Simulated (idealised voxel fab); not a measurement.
The process module that follows is named voxel transistor to metal.
Section cut is 170 nm wide and gridded with 5 nm square cells.
In what follows, cross-sections appear as grids of square cells, described through bands that run from the top down, where every band is one or more rows of cells. Heads up on the band format: heights come first, top then bottom, in nm. After that it's the materials left to right, each with its width in nm. A single material flagged "full width" fills the whole band edge to edge, and "blank" means there's empty space there. Counting heights begins at 0, where everything beneath is, in the wafer as received, one material. The lowest band has no bottom; it goes on downwards, as "z 0 and below" shows. With a width like "30->40", each row of cells in the band differs from the next by the same amount, the top row carrying the first number and the bottom row the second. The cross-section has no changed cell in any step marked "no alteration". "Unvented internal voids" - sealed voids, min. 8 cells, no opening to top; format: width x height at distance (distance from left edge; nm throughout). On a step's line, text after the settings is the simulator commenting on that step. "overlay nm" on a masked step: distance the mask lay right of its planned place, negative for left.

-- Intended process steps
1. RECEIVE with material Si
2. OXIDIZE with depth nm 5
3. CONFORMAL_DEP with material SiN, thk nm 15
4. DIRECTIONAL_DEP with material aC, thk nm 15
5. PATTERN with tone cover, mask id ACTIVE, material resist, width nm 115, thk nm 30, overlay nm 0
6. DIRECTIONAL_ETCH with etch materials aC, depth nm 15
7. STRIP with etch materials resist
8. DIRECTIONAL_ETCH with etch materials SiN, depth nm 15
9. DIRECTIONAL_ETCH with etch materials SiO2, depth nm 5
10. DIRECTIONAL_ETCH with etch materials Si, depth nm 30
11. STRIP with etch materials aC
12. OXIDIZE with depth nm 5
13. FILL_DEP with material SiO2, thk nm 5
14. CMP with height nm 15
15. SELECTIVE_ETCH with etch materials SiO2, depth nm 10
16. STRIP with etch materials SiN
17. SELECTIVE_ETCH with etch materials SiO2, depth nm 5
18. OXIDIZE with depth nm 5
19. DIRECTIONAL_DEP with material polySi, thk nm 30
20. DIRECTIONAL_DEP with material SiCN, thk nm 10
21. DIRECTIONAL_DEP with material aC, thk nm 10
22. PATTERN with tone cover, mask id GATE, material resist, width nm 25, thk nm 30, overlay nm 0
23. DIRECTIONAL_ETCH with etch materials aC, depth nm 10
24. STRIP with etch materials resist
25. DIRECTIONAL_ETCH with etch materials SiCN, depth nm 20
26. DIRECTIONAL_ETCH with etch materials polySi, depth nm 40
27. STRIP with etch materials aC
28. CONFORMAL_DEP with material SiO2, thk nm 5
29. DIRECTIONAL_ETCH with etch materials SiO2, depth nm 5
30. CONFORMAL_DEP with material SiN, thk nm 5
31. DIRECTIONAL_ETCH with etch materials SiN, depth nm 5
32. DIRECTIONAL_ETCH with etch materials SiO2, depth nm 5
33. EPI with material nSi, thk nm 5
34. FILL_DEP with material SiO2, thk nm 5
35. CMP with height nm 35
36. DIRECTIONAL_DEP with material SiO2, thk nm 10
37. DIRECTIONAL_DEP with material aC, thk nm 10
38. PATTERN with tone open, mask id CONTACT, material resist, width nm 30, pitch nm 65, thk nm 30, overlay nm 0
39. DIRECTIONAL_ETCH with etch materials aC, depth nm 10
40. STRIP with etch materials resist
41. DIRECTIONAL_ETCH with etch materials SiO2, depth nm 50
42. STRIP with etch materials aC
43. CONFORMAL_DEP with material TiN, thk nm 5
44. FILL_DEP with material Ru, thk nm 10
45. CMP with height nm 45
46. DIRECTIONAL_DEP with material TiN, thk nm 5
47. DIRECTIONAL_DEP with material Ru, thk nm 20
48. MASKED_ETCH with tone cover, mask id METAL_1, width nm 15, pitch nm 80, etch materials Ru, depth nm 20, overlay nm 0
49. MASKED_ETCH with tone cover, mask id METAL_1, width nm 15, pitch nm 80, etch materials TiN, depth nm 5, overlay nm 0
50. FILL_DEP with material SiO2, thk nm 10
51. CMP with height nm 70
52. CONFORMAL_DEP with material SiCN, thk nm 5
53. DIRECTIONAL_DEP with material SiO2, thk nm 30
54. MASKED_ETCH with tone open, mask id METAL_2, width nm 15, pitch nm 80, etch materials SiO2, depth nm 15, overlay nm 0
55. DIRECTIONAL_DEP with material aC, thk nm 10
56. PATTERN with tone open, mask id METAL_2_HOLES, material resist, width nm 15, pitch nm 80, thk nm 25, overlay nm 0
57. DIRECTIONAL_ETCH with etch materials aC, depth nm 10
58. STRIP with etch materials resist
59. DIRECTIONAL_ETCH with etch materials SiO2, depth nm 15
60. DIRECTIONAL_ETCH with etch materials SiCN, depth nm 5
61. STRIP with etch materials aC
62. CONFORMAL_DEP with material TiN, thk nm 5
63. FILL_DEP with material Cu, thk nm 10
64. CMP with height nm 105
65. CONFORMAL_DEP with material SiN, thk nm 5

-- First of two wafers, processed according to plan

-- As received (post step 1): cross-section
> z 0 and below = Si full width
> Unvented internal voids: none

-- So this is the wafer cross-section right after step 2
> z 0 to -5 = SiO2 full width
> below -5: unchanged

-- So this is the wafer cross-section right after step 3
> z 15 to 0 = SiN full width
> below 0: unchanged

-- So this is the wafer cross-section right after step 4
> z 30 to 15 = aC full width
> below 15: unchanged

-- So this is the wafer cross-section right after step 5
> z 60 to 30 = blank (25) | resist (115) | blank (30)
> below 30: unchanged

-- So this is the wafer cross-section right after step 6
> z 45 to 30 = blank (25) | resist (115) | blank (30)
> z 30 to 15 = blank (25) | aC (115) | blank (30)
> below 15: unchanged

-- So this is the wafer cross-section right after step 7
> z 30 to 15 = blank (25) | aC (115) | blank (30)
> below 15: unchanged

-- So this is the wafer cross-section right after step 8
> z 30 to 15 = blank (25) | aC (115) | blank (30)
> z 15 to 0 = blank (25) | SiN (115) | blank (30)
> below 0: unchanged

-- So this is the wafer cross-section right after step 9
> z 30 to 15 = blank (25) | aC (115) | blank (30)
> z 15 to 0 = blank (25) | SiN (115) | blank (30)
> z 0 to -5 = blank (25) | SiO2 (115) | blank (30)
> below -5: unchanged

-- So this is the wafer cross-section right after step 10
> z 30 to 15 = blank (25) | aC (115) | blank (30)
> z 15 to 0 = blank (25) | SiN (115) | blank (30)
> z 0 to -5 = blank (25) | SiO2 (115) | blank (30)
> z -5 to -35 = blank (25) | Si (115) | blank (30)
> below -35: unchanged

-- So this is the wafer cross-section right after step 11
> z 15 to 0 = blank (25) | SiN (115) | blank (30)
> below 0: unchanged

-- So this is the wafer cross-section right after step 12
> z 15 to 0 = blank (25) | SiN (115) | blank (30)
> z 0 to -5 = blank (25) | SiO2 (115) | blank (30)
> z -5 to -35 = blank (25) | SiO2 (5) | Si (105) | SiO2 (5) | blank (30)
> z -35 to -40 = SiO2 (30) | Si (105) | SiO2 (35)
> below -40: unchanged

-- So this is the wafer cross-section right after step 13
> z 20 to 15 = SiO2 full width
> z 15 to 0 = SiO2 (25) | SiN (115) | SiO2 (30)
> z 0 to -5 = SiO2 full width
> z -5 to -40 = SiO2 (30) | Si (105) | SiO2 (35)
> below -40: unchanged

-- So this is the wafer cross-section right after step 14
> z 15 to 0 = SiO2 (25) | SiN (115) | SiO2 (30)
> below 0: unchanged

-- So this is the wafer cross-section right after step 15
> z 15 to 5 = blank (25) | SiN (115) | blank (30)
> below 5: unchanged

-- So this is the wafer cross-section right after step 16
> z 5 to 0 = SiO2 (25) | blank (115) | SiO2 (30)
> below 0: unchanged

-- So this is the wafer cross-section right after step 17
> z 0 to -5 = SiO2 (20) | blank (125) | SiO2 (25)
> below -5: unchanged

-- So this is the wafer cross-section right after step 18
> z 0 to -5 = SiO2 (20) | blank (125) | SiO2 (25)
> z -5 to -10 = SiO2 full width
> below -10: unchanged

-- So this is the wafer cross-section right after step 19
> z 30 to 25 = polySi (20) | blank (125) | polySi (25)
> z 25 to 0 = polySi full width
> z 0 to -5 = SiO2 (20) | polySi (125) | SiO2 (25)
> below -5: unchanged

-- So this is the wafer cross-section right after step 20
> z 40 to 35 = SiCN (20) | blank (125) | SiCN (25)
> z 35 to 30 = SiCN full width
> z 30 to 25 = polySi (20) | SiCN (125) | polySi (25)
> below 25: unchanged

-- So this is the wafer cross-section right after step 21
> z 50 to 45 = aC (20) | blank (125) | aC (25)
> z 45 to 40 = aC full width
> z 40 to 35 = SiCN (20) | aC (125) | SiCN (25)
> below 35: unchanged

-- So this is the wafer cross-section right after step 22
> z 80 to 50 = blank (70) | resist (25) | blank (75)
> z 50 to 45 = aC (20) | blank (50) | resist (25) | blank (50) | aC (25)
> below 45: unchanged

-- So this is the wafer cross-section right after step 23
> z 70 to 45 = blank (70) | resist (25) | blank (75)
> z 45 to 40 = blank (70) | aC (25) | blank (75)
> z 40 to 35 = SiCN (20) | blank (50) | aC (25) | blank (50) | SiCN (25)
> below 35: unchanged

-- So this is the wafer cross-section right after step 24
> z 45 to 40 = blank (70) | aC (25) | blank (75)
> below 40: unchanged

-- So this is the wafer cross-section right after step 25
> z 45 to 35 = blank (70) | aC (25) | blank (75)
> z 35 to 30 = blank (70) | SiCN (25) | blank (75)
> z 30 to 25 = polySi (20) | blank (50) | SiCN (25) | blank (50) | polySi (25)
> below 25: unchanged

-- So this is the wafer cross-section right after step 26
> z 45 to 35 = blank (70) | aC (25) | blank (75)
> z 35 to 25 = blank (70) | SiCN (25) | blank (75)
> z 25 to 0 = blank (70) | polySi (25) | blank (75)
> z 0 to -5 = SiO2 (20) | blank (50) | polySi (25) | blank (50) | SiO2 (25)
> below -5: unchanged

-- So this is the wafer cross-section right after step 27
> z 35 to 25 = blank (70) | SiCN (25) | blank (75)
> below 25: unchanged

-- So this is the wafer cross-section right after step 28
> z 40 to 35 = blank (65) | SiO2 (35) | blank (70)
> z 35 to 25 = blank (65) | SiO2 (5) | SiCN (25) | SiO2 (5) | blank (70)
> z 25 to 5 = blank (65) | SiO2 (5) | polySi (25) | SiO2 (5) | blank (70)
> z 5 to 0 = SiO2 (25) | blank (40) | SiO2 (5) | polySi (25) | SiO2 (5) | blank (40) | SiO2 (30)
> z 0 to -5 = SiO2 (70) | polySi (25) | SiO2 (75)
> below -5: unchanged

-- So this is the wafer cross-section right after step 29
> z 35 to 25 = blank (65) | SiO2 (5) | SiCN (25) | SiO2 (5) | blank (70)
> z 25 to 0 = blank (65) | SiO2 (5) | polySi (25) | SiO2 (5) | blank (70)
> z 0 to -5 = SiO2 (25) | blank (40) | SiO2 (5) | polySi (25) | SiO2 (5) | blank (40) | SiO2 (30)
> below -5: unchanged

-- So this is the wafer cross-section right after step 30
> z 40 to 35 = blank (60) | SiN (45) | blank (65)
> z 35 to 25 = blank (60) | SiN (5) | SiO2 (5) | SiCN (25) | SiO2 (5) | SiN (5) | blank (65)
> z 25 to 5 = blank (60) | SiN (5) | SiO2 (5) | polySi (25) | SiO2 (5) | SiN (5) | blank (65)
> z 5 to 0 = SiN (30) | blank (30) | SiN (5) | SiO2 (5) | polySi (25) | SiO2 (5) | SiN (5) | blank (30) | SiN (35)
> z 0 to -5 = SiO2 (25) | SiN (40) | SiO2 (5) | polySi (25) | SiO2 (5) | SiN (40) | SiO2 (30)
> below -5: unchanged

-- So this is the wafer cross-section right after step 31
> z 35 to 25 = blank (60) | SiN (5) | SiO2 (5) | SiCN (25) | SiO2 (5) | SiN (5) | blank (65)
> z 25 to 0 = blank (60) | SiN (5) | SiO2 (5) | polySi (25) | SiO2 (5) | SiN (5) | blank (65)
> z 0 to -5 = SiO2 (25) | SiN (5) | blank (30) | SiN (5) | SiO2 (5) | polySi (25) | SiO2 (5) | SiN (5) | blank (30) | SiN (5) | SiO2 (30)
> below -5: unchanged

-- So this is the wafer cross-section right after step 32
> z 35 to 30 = blank (60) | SiN (5) | blank (5) | SiCN (25) | blank (5) | SiN (5) | blank (65)
> z 30 to 25 = blank (60) | SiN (5) | SiO2 (5) | SiCN (25) | SiO2 (5) | SiN (5) | blank (65)
> z 25 to 0 = blank (60) | SiN (5) | SiO2 (5) | polySi (25) | SiO2 (5) | SiN (5) | blank (65)
> z 0 to -5 = blank (25) | SiN (5) | blank (30) | SiN (5) | SiO2 (5) | polySi (25) | SiO2 (5) | SiN (5) | blank (30) | SiN (5) | blank (30)
> z -5 to -10 = SiO2 (30) | blank (30) | SiO2 (45) | blank (30) | SiO2 (35)
> below -10: unchanged

-- So this is the wafer cross-section right after step 33
> z 35 to 30 = blank (60) | SiN (5) | blank (5) | SiCN (25) | blank (5) | SiN (5) | blank (65)
> z 30 to 25 = blank (60) | SiN (5) | SiO2 (5) | SiCN (25) | SiO2 (5) | SiN (5) | blank (65)
> z 25 to 0 = blank (60) | SiN (5) | SiO2 (5) | polySi (25) | SiO2 (5) | SiN (5) | blank (65)
> z 0 to -5 = blank (25) | SiN (5) | blank (30) | SiN (5) | SiO2 (5) | polySi (25) | SiO2 (5) | SiN (5) | blank (30) | SiN (5) | blank (30)
> z -5 to -10 = SiO2 (30) | nSi (30) | SiO2 (45) | nSi (30) | SiO2 (35)
> below -10: unchanged

-- So this is the wafer cross-section right after step 34
> z 40 to 35 = SiO2 full width
> z 35 to 25 = SiO2 (60) | SiN (5) | SiO2 (5) | SiCN (25) | SiO2 (5) | SiN (5) | SiO2 (65)
> z 25 to 0 = SiO2 (60) | SiN (5) | SiO2 (5) | polySi (25) | SiO2 (5) | SiN (5) | SiO2 (65)
> z 0 to -5 = SiO2 (25) | SiN (5) | SiO2 (30) | SiN (5) | SiO2 (5) | polySi (25) | SiO2 (5) | SiN (5) | SiO2 (30) | SiN (5) | SiO2 (30)
> below -5: unchanged

-- So this is the wafer cross-section right after step 35
> z 35 to 25 = SiO2 (60) | SiN (5) | SiO2 (5) | SiCN (25) | SiO2 (5) | SiN (5) | SiO2 (65)
> below 25: unchanged

-- So this is the wafer cross-section right after step 36
> z 45 to 35 = SiO2 full width
> below 35: unchanged

-- So this is the wafer cross-section right after step 37
> z 55 to 45 = aC full width
> below 45: unchanged

-- So this is the wafer cross-section right after step 38
> z 85 to 55 = resist (35) | blank (30) | resist (35) | blank (30) | resist (40)
> below 55: unchanged

-- So this is the wafer cross-section right after step 39
> z 75 to 55 = resist (35) | blank (30) | resist (35) | blank (30) | resist (40)
> z 55 to 45 = aC (35) | blank (30) | aC (35) | blank (30) | aC (40)
> below 45: unchanged

-- So this is the wafer cross-section right after step 40
> z 55 to 45 = aC (35) | blank (30) | aC (35) | blank (30) | aC (40)
> below 45: unchanged

-- So this is the wafer cross-section right after step 41
> z 55 to 45 = aC (35) | blank (30) | aC (35) | blank (30) | aC (40)
> z 45 to 35 = SiO2 (35) | blank (30) | SiO2 (35) | blank (30) | SiO2 (40)
> z 35 to 25 = SiO2 (35) | blank (25) | SiN (5) | SiO2 (5) | SiCN (25) | SiO2 (5) | SiN (5) | blank (25) | SiO2 (40)
> z 25 to 0 = SiO2 (35) | blank (25) | SiN (5) | SiO2 (5) | polySi (25) | SiO2 (5) | SiN (5) | blank (25) | SiO2 (40)
> z 0 to -5 = SiO2 (25) | SiN (5) | SiO2 (5) | blank (25) | SiN (5) | SiO2 (5) | polySi (25) | SiO2 (5) | SiN (5) | blank (25) | SiO2 (5) | SiN (5) | SiO2 (30)
> below -5: unchanged

-- So this is the wafer cross-section right after step 42
> z 45 to 35 = SiO2 (35) | blank (30) | SiO2 (35) | blank (30) | SiO2 (40)
> below 35: unchanged

-- So this is the wafer cross-section right after step 43
> z 50 to 45 = TiN (40) | blank (20) | TiN (45) | blank (20) | TiN (45)
> z 45 to 35 = SiO2 (35) | TiN (5) | blank (20->15) | TiN (5->10) | SiO2 (35) | TiN (5->10) | blank (20->15) | TiN (5) | SiO2 (40)
> z 35 to 25 = SiO2 (35) | TiN (5) | blank (15) | TiN (5) | SiN (5) | SiO2 (5) | SiCN (25) | SiO2 (5) | SiN (5) | TiN (5) | blank (15) | TiN (5) | SiO2 (40)
> z 25 to 0 = SiO2 (35) | TiN (5) | blank (15) | TiN (5) | SiN (5) | SiO2 (5) | polySi (25) | SiO2 (5) | SiN (5) | TiN (5) | blank (15) | TiN (5) | SiO2 (40)
> z 0 to -5 = SiO2 (25) | SiN (5) | SiO2 (5) | TiN (25) | SiN (5) | SiO2 (5) | polySi (25) | SiO2 (5) | SiN (5) | TiN (25) | SiO2 (5) | SiN (5) | SiO2 (30)
> below -5: unchanged

-- So this is the wafer cross-section right after step 44
> z 60 to 50 = Ru full width
> z 50 to 45 = TiN (40) | Ru (20) | TiN (45) | Ru (20) | TiN (45)
> z 45 to 35 = SiO2 (35) | TiN (5) | Ru (20->15) | TiN (5->10) | SiO2 (35) | TiN (5->10) | Ru (20->15) | TiN (5) | SiO2 (40)
> z 35 to 25 = SiO2 (35) | TiN (5) | Ru (15) | TiN (5) | SiN (5) | SiO2 (5) | SiCN (25) | SiO2 (5) | SiN (5) | TiN (5) | Ru (15) | TiN (5) | SiO2 (40)
> z 25 to 0 = SiO2 (35) | TiN (5) | Ru (15) | TiN (5) | SiN (5) | SiO2 (5) | polySi (25) | SiO2 (5) | SiN (5) | TiN (5) | Ru (15) | TiN (5) | SiO2 (40)
> below 0: unchanged

-- So this is the wafer cross-section right after step 45
> z 45 to 35 = SiO2 (35) | TiN (5) | Ru (20->15) | TiN (5->10) | SiO2 (35) | TiN (5->10) | Ru (20->15) | TiN (5) | SiO2 (40)
> below 35: unchanged

-- So this is the wafer cross-section right after step 46
> z 50 to 45 = TiN full width
> below 45: unchanged

-- So this is the wafer cross-section right after step 47
> z 70 to 50 = Ru full width
> below 50: unchanged

-- So this is the wafer cross-section right after step 48
> z 70 to 50 = blank (35) | Ru (15) | blank (65) | Ru (15) | blank (40)
> below 50: unchanged

-- So this is the wafer cross-section right after step 49
> z 70 to 50 = blank (35) | Ru (15) | blank (65) | Ru (15) | blank (40)
> z 50 to 45 = blank (35) | TiN (15) | blank (65) | TiN (15) | blank (40)
> below 45: unchanged

-- So this is the wafer cross-section right after step 50
> z 80 to 70 = SiO2 full width
> z 70 to 50 = SiO2 (35) | Ru (15) | SiO2 (65) | Ru (15) | SiO2 (40)
> z 50 to 45 = SiO2 (35) | TiN (15) | SiO2 (65) | TiN (15) | SiO2 (40)
> below 45: unchanged

-- So this is the wafer cross-section right after step 51
> z 70 to 50 = SiO2 (35) | Ru (15) | SiO2 (65) | Ru (15) | SiO2 (40)
> below 50: unchanged

-- So this is the wafer cross-section right after step 52
> z 75 to 70 = SiCN full width
> below 70: unchanged

-- So this is the wafer cross-section right after step 53
> z 105 to 75 = SiO2 full width
> below 75: unchanged

-- So this is the wafer cross-section right after step 54
> z 105 to 90 = SiO2 (35) | blank (15) | SiO2 (65) | blank (15) | SiO2 (40)
> below 90: unchanged

-- So this is the wafer cross-section right after step 55
> z 115 to 105 = aC (35) | blank (15) | aC (65) | blank (15) | aC (40)
> z 105 to 100 = SiO2 (35) | blank (15) | SiO2 (65) | blank (15) | SiO2 (40)
> z 100 to 90 = SiO2 (35) | aC (15) | SiO2 (65) | aC (15) | SiO2 (40)
> below 90: unchanged

-- So this is the wafer cross-section right after step 56
> z 140 to 115 = resist (35) | blank (15) | resist (65) | blank (15) | resist (40)
> below 115: unchanged

-- So this is the wafer cross-section right after step 57
> z 130 to 115 = resist (35) | blank (15) | resist (65) | blank (15) | resist (40)
> z 115 to 105 = aC (35) | blank (15) | aC (65) | blank (15) | aC (40)
> z 105 to 90 = SiO2 (35) | blank (15) | SiO2 (65) | blank (15) | SiO2 (40)
> below 90: unchanged

-- So this is the wafer cross-section right after step 58
> z 115 to 105 = aC (35) | blank (15) | aC (65) | blank (15) | aC (40)
> below 105: unchanged

-- So this is the wafer cross-section right after step 59
> z 115 to 105 = aC (35) | blank (15) | aC (65) | blank (15) | aC (40)
> z 105 to 75 = SiO2 (35) | blank (15) | SiO2 (65) | blank (15) | SiO2 (40)
> below 75: unchanged

-- So this is the wafer cross-section right after step 60
> z 115 to 105 = aC (35) | blank (15) | aC (65) | blank (15) | aC (40)
> z 105 to 75 = SiO2 (35) | blank (15) | SiO2 (65) | blank (15) | SiO2 (40)
> z 75 to 70 = SiCN (35) | blank (15) | SiCN (65) | blank (15) | SiCN (40)
> below 70: unchanged

-- So this is the wafer cross-section right after step 61
> z 105 to 75 = SiO2 (35) | blank (15) | SiO2 (65) | blank (15) | SiO2 (40)
> below 75: unchanged

-- So this is the wafer cross-section right after step 62
> z 110 to 105 = TiN (40) | blank (5) | TiN (75) | blank (5) | TiN (45)
> z 105 to 75 = SiO2 (35) | TiN (5) | blank (5) | TiN (5) | SiO2 (65) | TiN (5) | blank (5) | TiN (5) | SiO2 (40)
> z 75 to 70 = SiCN (35) | TiN (15) | SiCN (65) | TiN (15) | SiCN (40)
> below 70: unchanged

-- So this is the wafer cross-section right after step 63
> z 120 to 110 = Cu full width
> z 110 to 105 = TiN (40) | Cu (5) | TiN (75) | Cu (5) | TiN (45)
> z 105 to 75 = SiO2 (35) | TiN (5) | Cu (5) | TiN (5) | SiO2 (65) | TiN (5) | Cu (5) | TiN (5) | SiO2 (40)
> below 75: unchanged

-- So this is the wafer cross-section right after step 64
> z 105 to 75 = SiO2 (35) | TiN (5) | Cu (5) | TiN (5) | SiO2 (65) | TiN (5) | Cu (5) | TiN (5) | SiO2 (40)
> below 75: unchanged

-- So this is the wafer cross-section right after step 65
> z 110 to 105 = SiN full width
> below 105: unchanged

-- Now the other wafer: same start, same recipe, but we messed up one thing when running it. Up to and including step 37 it's the same as the first one

-- The second wafer in cross-section, at the planned close of step 38
> z 85 to 55 = resist (40) | blank (20) | resist (45) | blank (20) | resist (45)
> below 55: unchanged

-- The second wafer in cross-section, at the planned close of step 39
> z 75 to 55 = resist (40) | blank (20) | resist (45) | blank (20) | resist (45)
> z 55 to 45 = aC (40) | blank (20) | aC (45) | blank (20) | aC (45)
> below 45: unchanged

-- The second wafer in cross-section, at the planned close of step 40
> z 55 to 45 = aC (40) | blank (20) | aC (45) | blank (20) | aC (45)
> below 45: unchanged

-- The second wafer in cross-section, at the planned close of step 41
> z 55 to 45 = aC (40) | blank (20) | aC (45) | blank (20) | aC (45)
> z 45 to 35 = SiO2 (40) | blank (20) | SiO2 (45) | blank (20) | SiO2 (45)
> z 35 to 25 = SiO2 (40) | blank (20) | SiN (5) | SiO2 (5) | SiCN (25) | SiO2 (5) | SiN (5) | blank (20) | SiO2 (45)
> z 25 to 0 = SiO2 (40) | blank (20) | SiN (5) | SiO2 (5) | polySi (25) | SiO2 (5) | SiN (5) | blank (20) | SiO2 (45)
> z 0 to -5 = SiO2 (25) | SiN (5) | SiO2 (10) | blank (20) | SiN (5) | SiO2 (5) | polySi (25) | SiO2 (5) | SiN (5) | blank (20) | SiO2 (10) | SiN (5) | SiO2 (30)
> below -5: unchanged

-- The second wafer in cross-section, at the planned close of step 42
> z 45 to 35 = SiO2 (40) | blank (20) | SiO2 (45) | blank (20) | SiO2 (45)
> below 35: unchanged

-- The second wafer in cross-section, at the planned close of step 43
> z 50 to 45 = TiN (45) | blank (10) | TiN (55) | blank (10) | TiN (50)
> z 45 to 35 = SiO2 (40) | TiN (5) | blank (10) | TiN (5) | SiO2 (45) | TiN (5) | blank (10) | TiN (5) | SiO2 (45)
> z 35 to 25 = SiO2 (40) | TiN (5) | blank (10) | TiN (5) | SiN (5) | SiO2 (5) | SiCN (25) | SiO2 (5) | SiN (5) | TiN (5) | blank (10) | TiN (5) | SiO2 (45)
> z 25 to 0 = SiO2 (40) | TiN (5) | blank (10) | TiN (5) | SiN (5) | SiO2 (5) | polySi (25) | SiO2 (5) | SiN (5) | TiN (5) | blank (10) | TiN (5) | SiO2 (45)
> z 0 to -5 = SiO2 (25) | SiN (5) | SiO2 (10) | TiN (20) | SiN (5) | SiO2 (5) | polySi (25) | SiO2 (5) | SiN (5) | TiN (20) | SiO2 (10) | SiN (5) | SiO2 (30)
> below -5: unchanged

-- The second wafer in cross-section, at the planned close of step 44
> z 60 to 50 = Ru full width
> z 50 to 45 = TiN (45) | Ru (10) | TiN (55) | Ru (10) | TiN (50)
> z 45 to 35 = SiO2 (40) | TiN (5) | Ru (10) | TiN (5) | SiO2 (45) | TiN (5) | Ru (10) | TiN (5) | SiO2 (45)
> z 35 to 25 = SiO2 (40) | TiN (5) | Ru (10) | TiN (5) | SiN (5) | SiO2 (5) | SiCN (25) | SiO2 (5) | SiN (5) | TiN (5) | Ru (10) | TiN (5) | SiO2 (45)
> z 25 to 0 = SiO2 (40) | TiN (5) | Ru (10) | TiN (5) | SiN (5) | SiO2 (5) | polySi (25) | SiO2 (5) | SiN (5) | TiN (5) | Ru (10) | TiN (5) | SiO2 (45)
> below 0: unchanged

-- The second wafer in cross-section, at the planned close of step 45
> z 45 to 35 = SiO2 (40) | TiN (5) | Ru (10) | TiN (5) | SiO2 (45) | TiN (5) | Ru (10) | TiN (5) | SiO2 (45)
> below 35: unchanged

-- The second wafer in cross-section, at the planned close of step 46
> z 50 to 45 = TiN full width
> below 45: unchanged

-- The second wafer in cross-section, at the planned close of step 47
> z 70 to 50 = Ru full width
> below 50: unchanged

-- The second wafer in cross-section, at the planned close of step 48
> z 70 to 50 = blank (35) | Ru (15) | blank (65) | Ru (15) | blank (40)
> below 50: unchanged

-- The second wafer in cross-section, at the planned close of step 49
> z 70 to 50 = blank (35) | Ru (15) | blank (65) | Ru (15) | blank (40)
> z 50 to 45 = blank (35) | TiN (15) | blank (65) | TiN (15) | blank (40)
> below 45: unchanged

-- The second wafer in cross-section, at the planned close of step 50
> z 80 to 70 = SiO2 full width
> z 70 to 50 = SiO2 (35) | Ru (15) | SiO2 (65) | Ru (15) | SiO2 (40)
> z 50 to 45 = SiO2 (35) | TiN (15) | SiO2 (65) | TiN (15) | SiO2 (40)
> below 45: unchanged

-- The second wafer in cross-section, at the planned close of step 51
> z 70 to 50 = SiO2 (35) | Ru (15) | SiO2 (65) | Ru (15) | SiO2 (40)
> below 50: unchanged

-- The second wafer in cross-section, at the planned close of step 52
> z 75 to 70 = SiCN full width
> below 70: unchanged

-- The second wafer in cross-section, at the planned close of step 53
> z 105 to 75 = SiO2 full width
> below 75: unchanged

-- The second wafer in cross-section, at the planned close of step 54
> z 105 to 90 = SiO2 (35) | blank (15) | SiO2 (65) | blank (15) | SiO2 (40)
> below 90: unchanged

-- The second wafer in cross-section, at the planned close of step 55
> z 115 to 105 = aC (35) | blank (15) | aC (65) | blank (15) | aC (40)
> z 105 to 100 = SiO2 (35) | blank (15) | SiO2 (65) | blank (15) | SiO2 (40)
> z 100 to 90 = SiO2 (35) | aC (15) | SiO2 (65) | aC (15) | SiO2 (40)
> below 90: unchanged

-- The second wafer in cross-section, at the planned close of step 56
> z 140 to 115 = resist (35) | blank (15) | resist (65) | blank (15) | resist (40)
> below 115: unchanged

-- The second wafer in cross-section, at the planned close of step 57
> z 130 to 115 = resist (35) | blank (15) | resist (65) | blank (15) | resist (40)
> z 115 to 105 = aC (35) | blank (15) | aC (65) | blank (15) | aC (40)
> z 105 to 90 = SiO2 (35) | blank (15) | SiO2 (65) | blank (15) | SiO2 (40)
> below 90: unchanged

-- The second wafer in cross-section, at the planned close of step 58
> z 115 to 105 = aC (35) | blank (15) | aC (65) | blank (15) | aC (40)
> below 105: unchanged

-- The second wafer in cross-section, at the planned close of step 59
> z 115 to 105 = aC (35) | blank (15) | aC (65) | blank (15) | aC (40)
> z 105 to 75 = SiO2 (35) | blank (15) | SiO2 (65) | blank (15) | SiO2 (40)
> below 75: unchanged

-- The second wafer in cross-section, at the planned close of step 60
> z 115 to 105 = aC (35) | blank (15) | aC (65) | blank (15) | aC (40)
> z 105 to 75 = SiO2 (35) | blank (15) | SiO2 (65) | blank (15) | SiO2 (40)
> z 75 to 70 = SiCN (35) | blank (15) | SiCN (65) | blank (15) | SiCN (40)
> below 70: unchanged

-- The second wafer in cross-section, at the planned close of step 61
> z 105 to 75 = SiO2 (35) | blank (15) | SiO2 (65) | blank (15) | SiO2 (40)
> below 75: unchanged

-- The second wafer in cross-section, at the planned close of step 62
> z 110 to 105 = TiN (40) | blank (5) | TiN (75) | blank (5) | TiN (45)
> z 105 to 75 = SiO2 (35) | TiN (5) | blank (5) | TiN (5) | SiO2 (65) | TiN (5) | blank (5) | TiN (5) | SiO2 (40)
> z 75 to 70 = SiCN (35) | TiN (15) | SiCN (65) | TiN (15) | SiCN (40)
> below 70: unchanged

-- The second wafer in cross-section, at the planned close of step 63
> z 120 to 110 = Cu full width
> z 110 to 105 = TiN (40) | Cu (5) | TiN (75) | Cu (5) | TiN (45)
> z 105 to 75 = SiO2 (35) | TiN (5) | Cu (5) | TiN (5) | SiO2 (65) | TiN (5) | Cu (5) | TiN (5) | SiO2 (40)
> below 75: unchanged

-- The second wafer in cross-section, at the planned close of step 64
> z 105 to 75 = SiO2 (35) | TiN (5) | Cu (5) | TiN (5) | SiO2 (65) | TiN (5) | Cu (5) | TiN (5) | SiO2 (40)
> below 75: unchanged

-- The second wafer in cross-section, at the planned close of step 65
> z 110 to 105 = SiN full width
> below 105: unchanged
Which mistake was made when the wafer was run? step 38 did not use the planned setting and instead ran as PATTERN with tone open, mask id CONTACT, material resist, width nm 20, pitch nm 65, thk nm 30, overlay nm 0
At the finish, the second wafer shows more or fewer cells for some materials than the first does: -20 Ru, +24 SiO2, -4 TiN
